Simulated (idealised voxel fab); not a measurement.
Herein follows the process module entitled voxel ribs on slabs.
Cross-section cut: width 175 nm, square cells of 5 nm.
Reading order for cross-sections: top band down to bottom band. Underlying form: a grid of square cells. Band size: one or more rows of cells. Heights first: top, then bottom, in nm. Then materials, left to right, each with a width in nm. "full width" on a single material: fills the band edge to edge. "empty": empty space. Heights are expressed relative to 0, this being the level below which the as-received wafer comprises one material exclusively. The lowest band is unbounded in the downward direction and is denoted as in "z 0 and below". The expression "30->40" gives the width at the extremes of the band, the first number at its top row of cells and the second at its bottom row, with the width changing by equal amounts from each row to the next in between. What does "nothing changed" mean for a step? It means no cell of the cross-section changed in that step. So "Closed cavity list" is basically the list of trapped voids: any empty space of 8 cells or more that can't reach the top through an opening. They're written width x height at distance, the distance being from the left edge, and it's all nm. Anything after a step's settings on that line? It's the simulator's own note about the step. overlay nm: right-of-plan distance of the mask on a masked step; negative values mean left-of-plan.
## This section lists the process steps that were planned
| 1 | op RECEIVE | material Si |
| 2 | op DIRECTIONAL_DEP | material SiO2 | thk nm 30 |
| 3 | op DIRECTIONAL_DEP | material SiN | thk nm 15 |
| 4 | op DIRECTIONAL_DEP | material aC | thk nm 15 |
| 5 | op PATTERN | tone cover | mask id RIB | material resist | width nm 15 | thk nm 35 | overlay nm 0 |
| 6 | op DIRECTIONAL_ETCH | etch materials aC | depth nm 15 |
| 7 | op STRIP | etch materials resist |
| 8 | op DIRECTIONAL_ETCH | etch materials SiN | depth nm 5 |
| 9 | op STRIP | etch materials aC |
| 10 | op DIRECTIONAL_DEP | material aC | thk nm 5 |
| 11 | op PATTERN | tone cover | mask id SLAB | material resist | width nm 45 | thk nm 35 | overlay nm 0 |
| 12 | op DIRECTIONAL_ETCH | etch materials aC | depth nm 15 |
| 13 | op STRIP | etch materials resist |
| 14 | op DIRECTIONAL_ETCH | etch materials SiN | depth nm 10 |
| 15 | op STRIP | etch materials aC |
| 16 | op FILL_DEP | material SiO2 | thk nm 20 |
| 17 | op CMP | height nm 55 |
| 18 | op DIRECTIONAL_DEP | material W | thk nm 10 |
| 19 | op DIRECTIONAL_DEP | material aC | thk nm 10 |
| 20 | op PATTERN | tone cover | mask id HEATER | material resist | width nm 25 | thk nm 30 | overlay nm 0 |
| 21 | op DIRECTIONAL_ETCH | etch materials aC | depth nm 10 |
| 22 | op STRIP | etch materials resist |
| 23 | op DIRECTIONAL_ETCH | etch materials W | depth nm 10 |
| 24 | op STRIP | etch materials aC |
| 25 | op CONFORMAL_DEP | material SiN | thk nm 10 |
Heads up: all these wafers start the same, and what changes between them is the thk nm in step 10. The value you see in the plan is just what the first wafer got.
## Step 1 complete: as-received cross-section of the first of several wafers
* z 0 and below  Si full width
* Closed cavity list: none
## What follows is a table in which each wafer occupies a row; for the wafer as it stands at the close of the module, the row states, material by material, how many cells have been gained (+) or lost (-) since receipt, and then gives its closed voids
thk nm 5; +99 SiN; +364 SiO2; +10 W; Closed cavity list: none
thk nm 10; +99 SiN; +364 SiO2; +10 W; Closed cavity list: none
thk nm 15; +99 SiN; +364 SiO2; +10 W; Closed cavity list: none
thk nm 20; +151 SiN; +312 SiO2; +10 W; Closed cavity list: none
thk nm 25; +151 SiN; +312 SiO2; +10 W; Closed cavity list: none
thk nm 30; +151 SiN; +312 SiO2; +10 W; Closed cavity list: none
